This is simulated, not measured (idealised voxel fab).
This is a process module. Its name is voxel transistor to metal.
Cross-section cut: width 265 nm, square cells of 5 nm.
Heads up, the way a cross-section reads in here is a grid of square cells, handed over as bands from the top down, with every band being one or more rows of cells. Heads up on the band format: heights come first, top then bottom, in nm. After that it's the materials left to right, each with its width in nm. A single material flagged "full width" fills the whole band edge to edge, and "blank" means there's empty space there. Ref level 0: as-received wafer is one material below here. Bottom band extends down with no lower bound ("top 0, no bottom"). The width entry "30 to 40" should be interpreted row by row: the top row of cells in the band takes the first number, the bottom row takes the second number, and the change between adjacent rows is uniform throughout. A step reported as "no alteration" is a step in which no cell of the cross-section changed. Empty spaces without an open route to the top, at least 8 cells in extent, make up the entry "Closed void table"; each is given as width x height at distance, where the distance is measured from the left edge, and all are in nm. Whatever follows a step's settings on its line is a remark the simulator itself makes about that step. overlay nm: how far to the right of its planned place the mask lay on this masked step (negative: to the left). So the way this works: pairs, before and after one process step. The after picture only goes down to the lowest band that actually changed, nothing below. Step and its settings are under each pair. And watch out, pairs might come from different runs of this module, same starting wafer though, so a pair only follows on from the one above if its "Pre-process cross-section" entry tells you so.

Pre-process cross-section
> top 120, bottom 115  35 of TiN / 5 of blank / 115 of TiN / 5 of blank / 105 of TiN
> top 115, bottom 85  30 of SiO2 / 5 of TiN / 5 of blank / 5 of TiN / 105 of SiO2 / 5 of TiN / 5 of blank / 5 of TiN / 100 of SiO2
> top 85, bottom 80  30 of SiCN / 15 of TiN / 105 of SiCN / 15 of TiN / 100 of SiCN
> top 80, bottom 60  30 of lowk / 5 of TiN / 5 of W / 5 of TiN / 55 of lowk / 5 of TiN / 5 of W / 5 of TiN / 35 of lowk / 5 of TiN / 5 of W / 5 of TiN / 55 of lowk / 5 of TiN / 5 of W / 5 of TiN / 30 of lowk
> top 60, bottom 55  30 of SiN / 15 of TiN / 55 of SiN / 15 of TiN / 35 of SiN / 15 of TiN / 55 of SiN / 15 of TiN / 30 of SiN
> top 55, bottom 45  30 of SiO2 / 5 of TiN / 15 of W / 5 of TiN / 35 of SiO2 / 5 of TiN / 15 of W / 5 of TiN / 35 of SiO2 / 5 of TiN / 15 of W / 5 of TiN / 35 of SiO2 / 5 of TiN / 15 of W / 5 of TiN / 30 of SiO2
> top 45, bottom 40  30 of SiO2 / 5 of TiN / 10 of W / 10 of TiN / 35 of SiO2 / 10 of TiN / 10 of W / 5 of TiN / 35 of SiO2 / 5 of TiN / 10 of W / 10 of TiN / 35 of SiO2 / 10 of TiN / 10 of W / 5 of TiN / 30 of SiO2
> top 40, bottom 25  30 of SiO2 / 5 of TiN / 10 of W / 5 of TiN / 10 of SiN / 25 of SiCN / 10 of SiN / 5 of TiN / 10 of W / 5 of TiN / 35 of SiO2 / 5 of TiN / 10 of W / 5 of TiN / 10 of SiN / 25 of SiCN / 10 of SiN / 5 of TiN / 10 of W / 5 of TiN / 30 of SiO2
> top 25, bottom 15  30 of SiO2 / 5 of TiN / 10 of W / 5 of TiN / 10 of SiN / 25 of polySi / 10 of SiN / 5 of TiN / 10 of W / 5 of TiN / 35 of SiO2 / 5 of TiN / 10 of W / 5 of TiN / 10 of SiN / 25 of polySi / 10 of SiN / 5 of TiN / 10 of W / 5 of TiN / 30 of SiO2
> top 15, bottom 10  30 of SiO2 / 20 of TiN / 10 of SiN / 25 of polySi / 10 of SiN / 20 of TiN / 35 of SiO2 / 20 of TiN / 10 of SiN / 25 of polySi / 10 of SiN / 20 of TiN / 30 of SiO2
> top 10, bottom 5  50 of SiO2 / 10 of SiN / 25 of polySi / 10 of SiN / 75 of SiO2 / 10 of SiN / 25 of polySi / 10 of SiN / 50 of SiO2
> top 5, bottom -5  35 of SiO2 / 15 of pSi / 10 of SiN / 25 of polySi / 10 of SiN / 15 of pSi / 45 of SiO2 / 15 of pSi / 10 of SiN / 25 of polySi / 10 of SiN / 15 of pSi / 35 of SiO2
> top -5, bottom -10  20 of SiO2 / 30 of pSi / 45 of SiO2 / 30 of pSi / 15 of SiO2 / 30 of pSi / 45 of SiO2 / 30 of pSi / 20 of SiO2
> top -10, bottom -20  25 of SiO2 / 25 of pSi / 45 of Si / 25 of pSi / 25 of SiO2 / 25 of pSi / 45 of Si / 25 of pSi / 25 of SiO2
> top -20, bottom -30  25 of SiO2 / 95 of Si / 25 of SiO2 / 95 of Si / 25 of SiO2
> top -30, no bottom  Si full width
> Closed void table: none

Resultant Cross-Section
> top 130, bottom 120  Cu full width
> top 120, bottom 115  35 of TiN / 5 of Cu / 115 of TiN / 5 of Cu / 105 of TiN
> top 115, bottom 85  30 of SiO2 / 5 of TiN / 5 of Cu / 5 of TiN / 105 of SiO2 / 5 of TiN / 5 of Cu / 5 of TiN / 100 of SiO2
> Lower than 85, everything is as it was.
> Closed void table: none
So what happens between those two cross-sections up there? FILL_DEP with material Cu, thk nm 10

Pre-process cross-section: refer to the pair immediately above; the cross-section shown after its step is the state before this one.

Resultant Cross-Section
> top 115, bottom 85  30 of SiO2 / 5 of TiN / 5 of Cu / 5 of TiN / 105 of SiO2 / 5 of TiN / 5 of Cu / 5 of TiN / 100 of SiO2
> Lower than 85, everything is as it was.
> Closed void table: none
So what happens between those two cross-sections up there? CMP with height nm 115

Pre-process cross-section: refer to the pair immediately above; the cross-section shown after its step is the state before this one.

Resultant Cross-Section
> top 120, bottom 115  SiN full width
> Lower than 115, everything is as it was.
> Closed void table: none
So what happens between those two cross-sections up there? CONFORMAL_DEP with material SiN, thk nm 5

Pre-process cross-section
> top 80, bottom 60  30 of lowk / 5 of TiN / 5 of W / 5 of TiN / 55 of lowk / 5 of TiN / 5 of W / 5 of TiN / 35 of lowk / 5 of TiN / 5 of W / 5 of TiN / 55 of lowk / 5 of TiN / 5 of W / 5 of TiN / 30 of lowk
> top 60, bottom 55  30 of SiN / 15 of TiN / 55 of SiN / 15 of TiN / 35 of SiN / 15 of TiN / 55 of SiN / 15 of TiN / 30 of SiN
> top 55, bottom 45  30 of SiO2 / 5 of TiN / 15 of W / 5 of TiN / 35 of SiO2 / 5 of TiN / 15 of W / 5 of TiN / 35 of SiO2 / 5 of TiN / 15 of W / 5 of TiN / 35 of SiO2 / 5 of TiN / 15 of W / 5 of TiN / 30 of SiO2
> top 45, bottom 40  30 of SiO2 / 5 of TiN / 10 of W / 10 of TiN / 35 of SiO2 / 10 of TiN / 10 of W / 5 of TiN / 35 of SiO2 / 5 of TiN / 10 of W / 10 of TiN / 35 of SiO2 / 10 of TiN / 10 of W / 5 of TiN / 30 of SiO2
> top 40, bottom 25  30 of SiO2 / 5 of TiN / 10 of W / 5 of TiN / 10 of SiN / 25 of SiCN / 10 of SiN / 5 of TiN / 10 of W / 5 of TiN / 35 of SiO2 / 5 of TiN / 10 of W / 5 of TiN / 10 of SiN / 25 of SiCN / 10 of SiN / 5 of TiN / 10 of W / 5 of TiN / 30 of SiO2
> top 25, bottom 10  30 of SiO2 / 5 of TiN / 10 of W / 5 of TiN / 10 of SiN / 25 of polySi / 10 of SiN / 5 of TiN / 10 of W / 5 of TiN / 35 of SiO2 / 5 of TiN / 10 of W / 5 of TiN / 10 of SiN / 25 of polySi / 10 of SiN / 5 of TiN / 10 of W / 5 of TiN / 30 of SiO2
> top 10, bottom 5  30 of SiO2 / 20 of TiN / 10 of SiN / 25 of polySi / 10 of SiN / 20 of TiN / 35 of SiO2 / 20 of TiN / 10 of SiN / 25 of polySi / 10 of SiN / 20 of TiN / 30 of SiO2
> top 5, bottom -5  30 of SiO2 / 5 of TiN / 15 of pSi / 10 of SiN / 25 of polySi / 10 of SiN / 15 of pSi / 5 of TiN / 35 of SiO2 / 5 of TiN / 15 of pSi / 10 of SiN / 25 of polySi / 10 of SiN / 15 of pSi / 5 of TiN / 30 of SiO2
> top -5, bottom -10  20 of SiO2 / 30 of pSi / 45 of SiO2 / 30 of pSi / 15 of SiO2 / 30 of pSi / 45 of SiO2 / 30 of pSi / 20 of SiO2
> top -10, bottom -20  25 of SiO2 / 25 of pSi / 45 of Si / 25 of pSi / 25 of SiO2 / 25 of pSi / 45 of Si / 25 of pSi / 25 of SiO2
> top -20, bottom -30  25 of SiO2 / 95 of Si / 25 of SiO2 / 95 of Si / 25 of SiO2
> top -30, no bottom  Si full width
> Closed void table: none

Resultant Cross-Section
> top 110, bottom 80  SiO2 full width
> Lower than 80, everything is as it was.
> Closed void table: none
So what happens between those two cross-sections up there? DIRECTIONAL_DEP with material SiO2, thk nm 30

Pre-process cross-section: refer to the pair immediately above; the cross-section shown after its step is the state before this one.

Resultant Cross-Section
> top 115, bottom 110  SiCN full width
> Lower than 110, everything is as it was.
> Closed void table: none
So what happens between those two cross-sections up there? CONFORMAL_DEP with material SiCN, thk nm 5

Pre-process cross-section: refer to the pair immediately above; the cross-section shown after its step is the state before this one.

Resultant Cross-Section
> top 125, bottom 115  aC full width
> Lower than 115, everything is as it was.
> Closed void table: none
So what happens between those two cross-sections up there? DIRECTIONAL_DEP with material aC, thk nm 10

Pre-process cross-section: refer to the pair immediately above; the cross-section shown after its step is the state before this one.

Resultant Cross-Section
> top 155, bottom 125  30 of resist / 15 of blank / 105 of resist / 15 of blank / 100 of resist
> Lower than 125, everything is as it was.
> Closed void table: none
So what happens between those two cross-sections up there? PATTERN with tone open, mask id METAL_2_HOLES, material resist, width nm 15, pitch nm 120, thk nm 30, overlay nm 0

Pre-process cross-section: refer to the pair immediately above; the cross-section shown after its step is the state before this one.

Resultant Cross-Section
> top 145, bottom 125  30 of resist / 15 of blank / 105 of resist / 15 of blank / 100 of resist
> top 125, bottom 115  30 of aC / 15 of blank / 105 of aC / 15 of blank / 100 of aC
> Lower than 115, everything is as it was.
> Closed void table: none
So what happens between those two cross-sections up there? DIRECTIONAL_ETCH with etch materials aC, depth nm 10

Pre-process cross-section: refer to the pair immediately above; the cross-section shown after its step is the state before this one.

Resultant Cross-Section
> top 125, bottom 115  30 of aC / 15 of blank / 105 of aC / 15 of blank / 100 of aC
> Lower than 115, everything is as it was.
> Closed void table: none
So what happens between those two cross-sections up there? STRIP with etch materials resist

Pre-process cross-section: refer to the pair immediately above; the cross-section shown after its step is the state before this one.

Resultant Cross-Section
> top 125, bottom 115  30 of aC / 15 of blank / 105 of aC / 15 of blank / 100 of aC
> top 115, bottom 110  30 of SiCN / 15 of blank / 105 of SiCN / 15 of blank / 100 of SiCN
> Lower than 110, everything is as it was.
> Closed void table: none
So what happens between those two cross-sections up there? DIRECTIONAL_ETCH with etch materials SiCN, depth nm 5

Pre-process cross-section: refer to the pair immediately above; the cross-section shown after its step is the state before this one.

Resultant Cross-Section
> top 115, bottom 110  30 of SiCN / 15 of blank / 105 of SiCN / 15 of blank / 100 of SiCN
> Lower than 110, everything is as it was.
> Closed void table: none
So what happens between those two cross-sections up there? STRIP with etch materials aC

Pre-process cross-section: refer to the pair immediately above; the cross-section shown after its step is the state before this one.

Resultant Cross-Section
> top 120, bottom 115  35 of TiN / 5 of blank / 115 of TiN / 5 of blank / 105 of TiN
> top 115, bottom 110  30 of SiCN / 15 of TiN / 105 of SiCN / 15 of TiN / 100 of SiCN
> Lower than 110, everything is as it was.
> Closed void table: none
So what happens between those two cross-sections up there? CONFORMAL_DEP with material TiN, thk nm 5

Pre-process cross-section: refer to the pair immediately above; the cross-section shown after its step is the state before this one.

Resultant Cross-Section
> top 130, bottom 120  Cu full width
> top 120, bottom 115  35 of TiN / 5 of Cu / 115 of TiN / 5 of Cu / 105 of TiN
> Lower than 115, everything is as it was.
> Closed void table: none
So what happens between those two cross-sections up there? FILL_DEP with material Cu, thk nm 10

Pre-process cross-section: refer to the pair immediately above; the cross-section shown after its step is the state before this one.

Resultant Cross-Section
> top 115, bottom 110  30 of SiCN / 15 of TiN / 105 of SiCN / 15 of TiN / 100 of SiCN
> Lower than 110, everything is as it was.
> Closed void table: none
So what happens between those two cross-sections up there? CMP with height nm 115

Pre-process cross-section: refer to the pair immediately above; the cross-section shown after its step is the state before this one.

Resultant Cross-Section
> top 120, bottom 115  SiN full width
> Lower than 115, everything is as it was.
> Closed void table: none
So what happens between those two cross-sections up there? CONFORMAL_DEP with material SiN, thk nm 5

Pre-process cross-section
> top 95, bottom 85  W full width
> top 85, bottom 80  35 of TiN / 5 of W / 65 of TiN / 5 of W / 45 of TiN / 5 of W / 65 of TiN / 5 of W / 35 of TiN
> top 80, bottom 60  30 of lowk / 5 of TiN / 5 of W / 5 of TiN / 55 of lowk / 5 of TiN / 5 of W / 5 of TiN / 35 of lowk / 5 of TiN / 5 of W / 5 of TiN / 55 of lowk / 5 of TiN / 5 of W / 5 of TiN / 30 of lowk
> top 60, bottom 55  30 of SiN / 15 of TiN / 55 of SiN / 15 of TiN / 35 of SiN / 15 of TiN / 55 of SiN / 15 of TiN / 30 of SiN
> top 55, bottom 45  30 of SiO2 / 5 of TiN / 15 of W / 5 of TiN / 35 of SiO2 / 5 of TiN / 15 of W / 5 of TiN / 35 of SiO2 / 5 of TiN / 15 of W / 5 of TiN / 35 of SiO2 / 5 of TiN / 15 of W / 5 of TiN / 30 of SiO2
> top 45, bottom 40  30 of SiO2 / 5 of TiN / 10 of W / 10 of TiN / 35 of SiO2 / 10 of TiN / 10 of W / 5 of TiN / 35 of SiO2 / 5 of TiN / 10 of W / 10 of TiN / 35 of SiO2 / 10 of TiN / 10 of W / 5 of TiN / 30 of SiO2
> top 40, bottom 25  30 of SiO2 / 5 of TiN / 10 of W / 5 of TiN / 10 of SiN / 25 of SiCN / 10 of SiN / 5 of TiN / 10 of W / 5 of TiN / 35 of SiO2 / 5 of TiN / 10 of W / 5 of TiN / 10 of SiN / 25 of SiCN / 10 of SiN / 5 of TiN / 10 of W / 5 of TiN / 30 of SiO2
> top 25, bottom 10  30 of SiO2 / 5 of TiN / 10 of W / 5 of TiN / 10 of SiN / 25 of polySi / 10 of SiN / 5 of TiN / 10 of W / 5 of TiN / 35 of SiO2 / 5 of TiN / 10 of W / 5 of TiN / 10 of SiN / 25 of polySi / 10 of SiN / 5 of TiN / 10 of W / 5 of TiN / 30 of SiO2
> top 10, bottom 5  30 of SiO2 / 20 of TiN / 10 of SiN / 25 of polySi / 10 of SiN / 20 of TiN / 35 of SiO2 / 20 of TiN / 10 of SiN / 25 of polySi / 10 of SiN / 20 of TiN / 30 of SiO2
> top 5, bottom -5  30 of SiO2 / 5 of TiN / 15 of pSi / 10 of SiN / 25 of polySi / 10 of SiN / 15 of pSi / 5 of TiN / 35 of SiO2 / 5 of TiN / 15 of pSi / 10 of SiN / 25 of polySi / 10 of SiN / 15 of pSi / 5 of TiN / 30 of SiO2
> top -5, bottom -10  20 of SiO2 / 30 of pSi / 45 of SiO2 / 30 of pSi / 15 of SiO2 / 30 of pSi / 45 of SiO2 / 30 of pSi / 20 of SiO2
> top -10, bottom -20  25 of SiO2 / 25 of pSi / 45 of Si / 25 of pSi / 25 of SiO2 / 25 of pSi / 45 of Si / 25 of pSi / 25 of SiO2
> top -20, bottom -30  25 of SiO2 / 95 of Si / 25 of SiO2 / 95 of Si / 25 of SiO2
> top -30, no bottom  Si full width
> Closed void table: none

Resultant Cross-Section
> top 90, bottom 85  W full width
> Lower than 85, everything is as it was.
> Closed void table: none
So what happens between those two cross-sections up there? CMP with height nm 90

Pre-process cross-section: refer to the pair immediately above; the cross-section shown after its step is the state before this one.

Resultant Cross-Section
> top 95, bottom 90  SiCN full width
> Lower than 90, everything is as it was.
> Closed void table: none
So what happens between those two cross-sections up there? CONFORMAL_DEP with material SiCN, thk nm 5

Pre-process cross-section: refer to the pair immediately above; the cross-section shown after its step is the state before this one.

Resultant Cross-Section
> top 125, bottom 95  SiO2 full width
> Lower than 95, everything is as it was.
> Closed void table: none
So what happens between those two cross-sections up there? DIRECTIONAL_DEP with material SiO2, thk nm 30

Pre-process cross-section: refer to the pair immediately above; the cross-section shown after its step is the state before this one.

Resultant Cross-Section
> top 125, bottom 105  30 of SiO2 / 15 of blank / 105 of SiO2 / 15 of blank / 100 of SiO2
> Lower than 105, everything is as it was.
> Closed void table: none
So what happens between those two cross-sections up there? MASKED_ETCH with tone open, mask id METAL_2, width nm 15, pitch nm 120, etch materials SiO2, depth nm 20, overlay nm 0

Pre-process cross-section: refer to the pair immediately above; the cross-section shown after its step is the state before this one.

Resultant Cross-Section
> top 135, bottom 125  30 of aC / 15 of blank / 105 of aC / 15 of blank / 100 of aC
> top 125, bottom 115  30 of SiO2 / 15 of blank / 105 of SiO2 / 15 of blank / 100 of SiO2
> top 115, bottom 105  30 of SiO2 / 15 of aC / 105 of SiO2 / 15 of aC / 100 of SiO2
> Lower than 105, everything is as it was.
> Closed void table: none
So what happens between those two cross-sections up there? DIRECTIONAL_DEP with material aC, thk nm 10

Pre-process cross-section: refer to the pair immediately above; the cross-section shown after its step is the state before this one.

Resultant Cross-Section
> top 165, bottom 135  30 of resist / 15 of blank / 105 of resist / 15 of blank / 100 of resist
> Lower than 135, everything is as it was.
> Closed void table: none
So what happens between those two cross-sections up there? PATTERN with tone open, mask id METAL_2_HOLES, material resist, width nm 15, pitch nm 120, thk nm 30, overlay nm 0

Pre-process cross-section: refer to the pair immediately above; the cross-section shown after its step is the state before this one.

Resultant Cross-Section
> top 155, bottom 135  30 of resist / 15 of blank / 105 of resist / 15 of blank / 100 of resist
> top 135, bottom 125  30 of aC / 15 of blank / 105 of aC / 15 of blank / 100 of aC
> top 125, bottom 105  30 of SiO2 / 15 of blank / 105 of SiO2 / 15 of blank / 100 of SiO2
> Lower than 105, everything is as it was.
> Closed void table: none
So what happens between those two cross-sections up there? DIRECTIONAL_ETCH with etch materials aC, depth nm 10

Pre-process cross-section: refer to the pair immediately above; the cross-section shown after its step is the state before this one.

Resultant Cross-Section
> top 135, bottom 125  30 of aC / 15 of blank / 105 of aC / 15 of blank / 100 of aC
> Lower than 125, everything is as it was.
> Closed void table: none
So what happens between those two cross-sections up there? STRIP with etch materials resist

Pre-process cross-section: refer to the pair immediately above; the cross-section shown after its step is the state before this one.

Resultant Cross-Section
> top 135, bottom 125  30 of aC / 15 of blank / 105 of aC / 15 of blank / 100 of aC
> top 125, bottom 95  30 of SiO2 / 15 of blank / 105 of SiO2 / 15 of blank / 100 of SiO2
> Lower than 95, everything is as it was.
> Closed void table: none
So what happens between those two cross-sections up there? DIRECTIONAL_ETCH with etch materials SiO2, depth nm 10

Pre-process cross-section: refer to the pair immediately above; the cross-section shown after its step is the state before this one.

Resultant Cross-Section
> top 135, bottom 125  30 of aC / 15 of blank / 105 of aC / 15 of blank / 100 of aC
> top 125, bottom 95  30 of SiO2 / 15 of blank / 105 of SiO2 / 15 of blank / 100 of SiO2
> top 95, bottom 90  30 of SiCN / 15 of blank / 105 of SiCN / 15 of blank / 100 of SiCN
> Lower than 90, everything is as it was.
> Closed void table: none
So what happens between those two cross-sections up there? DIRECTIONAL_ETCH with etch materials SiCN, depth nm 5

Pre-process cross-section: refer to the pair immediately above; the cross-section shown after its step is the state before this one.

Resultant Cross-Section
> top 125, bottom 95  30 of SiO2 / 15 of blank / 105 of SiO2 / 15 of blank / 100 of SiO2
> Lower than 95, everything is as it was.
> Closed void table: none
So what happens between those two cross-sections up there? STRIP with etch materials aC

Pre-process cross-section: refer to the pair immediately above; the cross-section shown after its step is the state before this one.

Resultant Cross-Section
> top 130, bottom 125  35 of TiN / 5 of blank / 115 of TiN / 5 of blank / 105 of TiN
> top 125, bottom 95  30 of SiO2 / 5 of TiN / 5 of blank / 5 of TiN / 105 of SiO2 / 5 of TiN / 5 of blank / 5 of TiN / 100 of SiO2
> top 95, bottom 90  30 of SiCN / 15 of TiN / 105 of SiCN / 15 of TiN / 100 of SiCN
> Lower than 90, everything is as it was.
> Closed void table: none
So what happens between those two cross-sections up there? CONFORMAL_DEP with material TiN, thk nm 5

Pre-process cross-section: refer to the pair immediately above; the cross-section shown after its step is the state before this one.

Resultant Cross-Section
> top 140, bottom 130  Cu full width
> top 130, bottom 125  35 of TiN / 5 of Cu / 115 of TiN / 5 of Cu / 105 of TiN
> top 125, bottom 95  30 of SiO2 / 5 of TiN / 5 of Cu / 5 of TiN / 105 of SiO2 / 5 of TiN / 5 of Cu / 5 of TiN / 100 of SiO2
> Lower than 95, everything is as it was.
> Closed void table: none
So what happens between those two cross-sections up there? FILL_DEP with material Cu, thk nm 10

Pre-process cross-section: refer to the pair immediately above; the cross-section shown after its step is the state before this one.

Resultant Cross-Section
> top 115, bottom 95  30 of SiO2 / 5 of TiN / 5 of Cu / 5 of TiN / 105 of SiO2 / 5 of TiN / 5 of Cu / 5 of TiN / 100 of SiO2
> Lower than 95, everything is as it was.
> Closed void table: none
So what happens between those two cross-sections up there? CMP with height nm 115

Pre-process cross-section: refer to the pair immediately above; the cross-section shown after its step is the state before this one.

Resultant Cross-Section
> top 120, bottom 115  SiN full width
> Lower than 115, everything is as it was.
> Closed void table: none
So what happens between those two cross-sections up there? CONFORMAL_DEP with material SiN, thk nm 5

Pre-process cross-section
> top 25, bottom 10  aC full width
> top 10, bottom 0  SiN full width
> top 0, bottom -5  SiO2 full width
> top -5, no bottom  Si full width
> Closed void table: none

Resultant Cross-Section
> top 55, bottom 25  30 of blank / 85 of resist / 35 of blank / 85 of resist / 30 of blank
> Lower than 25, everything is as it was.
> Closed void table: none
So what happens between those two cross-sections up there? PATTERN with tone cover, mask id ACTIVE, material resist, width nm 85, pitch nm 120, thk nm 30, overlay nm 0

Pre-process cross-section: refer to the pair immediately above; the cross-section shown after its step is the state before this one.

Resultant Cross-Section
> top 40, bottom 25  30 of blank / 85 of resist / 35 of blank / 85 of resist / 30 of blank
> top 25, bottom 10  30 of blank / 85 of aC / 35 of blank / 85 of aC / 30 of blank
> Lower than 10, everything is as it was.
> Closed void table: none
So what happens between those two cross-sections up there? DIRECTIONAL_ETCH with etch materials aC, depth nm 15

Pre-process cross-section: refer to the pair immediately above; the cross-section shown after its step is the state before this one.

Resultant Cross-Section
> top 25, bottom 10  30 of blank / 85 of aC / 35 of blank / 85 of aC / 30 of blank
> Lower than 10, everything is as it was.
> Closed void table: none
So what happens between those two cross-sections up there? STRIP with etch materials resist

Pre-process cross-section: refer to the pair immediately above; the cross-section shown after its step is the state before this one.

Resultant Cross-Section
> top 25, bottom 10  30 of blank / 85 of aC / 35 of blank / 85 of aC / 30 of blank
> top 10, bottom 0  30 of blank / 85 of SiN / 35 of blank / 85 of SiN / 30 of blank
> Lower than 0, everything is as it was.
> Closed void table: none
So what happens between those two cross-sections up there? DIRECTIONAL_ETCH with etch materials SiN, depth nm 10

Pre-process cross-section: refer to the pair immediately above; the cross-section shown after its step is the state before this one.

Resultant Cross-Section
> top 25, bottom 10  30 of blank / 85 of aC / 35 of blank / 85 of aC / 30 of blank
> top 10, bottom 0  30 of blank / 85 of SiN / 35 of blank / 85 of SiN / 30 of blank
> top 0, bottom -5  30 of blank / 85 of SiO2 / 35 of blank / 85 of SiO2 / 30 of blank
> Lower than -5, everything is as it was.
> Closed void table: none
So what happens between those two cross-sections up there? DIRECTIONAL_ETCH with etch materials SiO2, depth nm 5

Pre-process cross-section: refer to the pair immediately above; the cross-section shown after its step is the state before this one.

Resultant Cross-Section
> top 25, bottom 10  30 of blank / 85 of aC / 35 of blank / 85 of aC / 30 of blank
> top 10, bottom 0  30 of blank / 85 of SiN / 35 of blank / 85 of SiN / 30 of blank
> top 0, bottom -5  30 of blank / 85 of SiO2 / 35 of blank / 85 of SiO2 / 30 of blank
> top -5, bottom -30  30 of blank / 85 of Si / 35 of blank / 85 of Si / 30 of blank
> Lower than -30, everything is as it was.
> Closed void table: none
So what happens between those two cross-sections up there? DIRECTIONAL_ETCH with etch materials Si, depth nm 25

Pre-process cross-section: refer to the pair immediately above; the cross-section shown after its step is the state before this one.

Resultant Cross-Section
> top 10, bottom 0  30 of blank / 85 of SiN / 35 of blank / 85 of SiN / 30 of blank
> Lower than 0, everything is as it was.
> Closed void table: none
So what happens between those two cross-sections up there? STRIP with etch materials aC

Pre-process cross-section: refer to the pair immediately above; the cross-section shown after its step is the state before this one.

Resultant Cross-Section
> top 20, bottom 10  SiO2 full width
> top 10, bottom 0  30 of SiO2 / 85 of SiN / 35 of SiO2 / 85 of SiN / 30 of SiO2
> top 0, bottom -5  SiO2 full width
> top -5, bottom -30  30 of SiO2 / 85 of Si / 35 of SiO2 / 85 of Si / 30 of SiO2
> Lower than -30, everything is as it was.
> Closed void table: none
So what happens between those two cross-sections up there? FILL_DEP with material SiO2, thk nm 10

Pre-process cross-section: refer to the pair immediately above; the cross-section shown after its step is the state before this one.

Resultant Cross-Section
> top 10, bottom 0  30 of SiO2 / 85 of SiN / 35 of SiO2 / 85 of SiN / 30 of SiO2
> Lower than 0, everything is as it was.
> Closed void table: none
So what happens between those two cross-sections up there? CMP with height nm 10

Pre-process cross-section: refer to the pair immediately above; the cross-section shown after its step is the state before this one.

Resultant Cross-Section
> top 10, bottom 0  30 of blank / 85 of SiN / 35 of blank / 85 of SiN / 30 of blank
> Lower than 0, everything is as it was.
> Closed void table: none
So what happens between those two cross-sections up there? SELECTIVE_ETCH with etch materials SiO2, depth nm 10

Pre-process cross-section: refer to the pair immediately above; the cross-section shown after its step is the state before this one.

Resultant Cross-Section
> top 0, bottom -5  SiO2 full width
> Lower than -5, everything is as it was.
> Closed void table: none
So what happens between those two cross-sections up there? STRIP with etch materials SiN

Pre-process cross-section: refer to the pair immediately above; the cross-section shown after its step is the state before this one.

Resultant Cross-Section
> top -5, bottom -30  30 of SiO2 / 85 of Si / 35 of SiO2 / 85 of Si / 30 of SiO2
> Lower than -30, everything is as it was.
> Closed void table: none
So what happens between those two cross-sections up there? SELECTIVE_ETCH with etch materials SiO2, depth nm 5

Pre-process cross-section: refer to the pair immediately above; the cross-section shown after its step is the state before this one.

Resultant Cross-Section
> top -5, bottom -10  SiO2 full width
> Lower than -10, everything is as it was.
> Closed void table: none
So what happens between those two cross-sections up there? OXIDIZE with depth nm 5

Pre-process cross-section: refer to the pair immediately above; the cross-section shown after its step is the state before this one.

Resultant Cross-Section
> top 25, bottom -5  polySi full width
> Lower than -5, everything is as it was.
> Closed void table: none
So what happens between those two cross-sections up there? DIRECTIONAL_DEP with material polySi, thk nm 30

Pre-process cross-section: refer to the pair immediately above; the cross-section shown after its step is the state before this one.

Resultant Cross-Section
> top 40, bottom 25  SiCN full width
> Lower than 25, everything is as it was.
> Closed void table: none
So what happens between those two cross-sections up there? DIRECTIONAL_DEP with material SiCN, thk nm 15

Pre-process cross-section: refer to the pair immediately above; the cross-section shown after its step is the state before this one.

Resultant Cross-Section
> top 60, bottom 40  60 of blank / 25 of resist / 95 of blank / 25 of resist / 60 of blank
> Lower than 40, everything is as it was.
> Closed void table: none
So what happens between those two cross-sections up there? PATTERN with tone cover, mask id GATE, material resist, width nm 25, pitch nm 120, thk nm 20, overlay nm 0

Pre-process cross-section: refer to the pair immediately above; the cross-section shown after its step is the state before this one.

Resultant Cross-Section
> top 60, bottom 40  60 of blank / 25 of resist / 95 of blank / 25 of resist / 60 of blank
> top 40, bottom 25  60 of blank / 25 of SiCN / 95 of blank / 25 of SiCN / 60 of blank
> Lower than 25, everything is as it was.
> Closed void table: none
So what happens between those two cross-sections up there? DIRECTIONAL_ETCH with etch materials SiCN, depth nm 25

Pre-process cross-section: refer to the pair immediately above; the cross-section shown after its step is the state before this one.

Resultant Cross-Section
> top 60, bottom 40  60 of blank / 25 of resist / 95 of blank / 25 of resist / 60 of blank
> top 40, bottom 25  60 of blank / 25 of SiCN / 95 of blank / 25 of SiCN / 60 of blank
> top 25, bottom -5  60 of blank / 25 of polySi / 95 of blank / 25 of polySi / 60 of blank
> Lower than -5, everything is as it was.
> Closed void table: none
So what happens between those two cross-sections up there? DIRECTIONAL_ETCH with etch materials polySi, depth nm 40

Pre-process cross-section: refer to the pair immediately above; the cross-section shown after its step is the state before this one.

Resultant Cross-Section
> top 40, bottom 25  60 of blank / 25 of SiCN / 95 of blank / 25 of SiCN / 60 of blank
> Lower than 25, everything is as it was.
> Closed void table: none
So what happens between those two cross-sections up there? STRIP with etch materials resist

Pre-process cross-section: refer to the pair immediately above; the cross-section shown after its step is the state before this one.

Resultant Cross-Section
> top 50, bottom 40  50 of blank / 45 of SiN / 75 of blank / 45 of SiN / 50 of blank
> top 40, bottom 25  50 of blank / 10 of SiN / 25 of SiCN / 10 of SiN / 75 of blank / 10 of SiN / 25 of SiCN / 10 of SiN / 50 of blank
> top 25, bottom 5  50 of blank / 10 of SiN / 25 of polySi / 10 of SiN / 75 of blank / 10 of SiN / 25 of polySi / 10 of SiN / 50 of blank
> top 5, bottom -5  60 of SiN / 25 of polySi / 95 of SiN / 25 of polySi / 60 of SiN
> Lower than -5, everything is as it was.
> Closed void table: none
So what happens between those two cross-sections up there? CONFORMAL_DEP with material SiN, thk nm 10

Pre-process cross-section: refer to the pair immediately above; the cross-section shown after its step is the state before this one.

Resultant Cross-Section
> top 40, bottom 25  50 of blank / 10 of SiN / 25 of SiCN / 10 of SiN / 75 of blank / 10 of SiN / 25 of SiCN / 10 of SiN / 50 of blank
> top 25, bottom -5  50 of blank / 10 of SiN / 25 of polySi / 10 of SiN / 75 of blank / 10 of SiN / 25 of polySi / 10 of SiN / 50 of blank
> Lower than -5, everything is as it was.
> Closed void table: none
So what happens between those two cross-sections up there? DIRECTIONAL_ETCH with etch materials SiN, depth nm 10

Pre-process cross-section: refer to the pair immediately above; the cross-section shown after its step is the state before this one.

Resultant Cross-Section
> top 40, bottom 25  50 of blank / 10 of SiN / 25 of SiCN / 10 of SiN / 75 of blank / 10 of SiN / 25 of SiCN / 10 of SiN / 50 of blank
> top 25, bottom -5  50 of blank / 10 of SiN / 25 of polySi / 10 of SiN / 75 of blank / 10 of SiN / 25 of polySi / 10 of SiN / 50 of blank
> top -5, bottom -10  50 of blank / 45 of SiO2 / 75 of blank / 45 of SiO2 / 50 of blank
> Lower than -10, everything is as it was.
> Closed void table: none
So what happens between those two cross-sections up there? DIRECTIONAL_ETCH with etch materials SiO2, depth nm 5
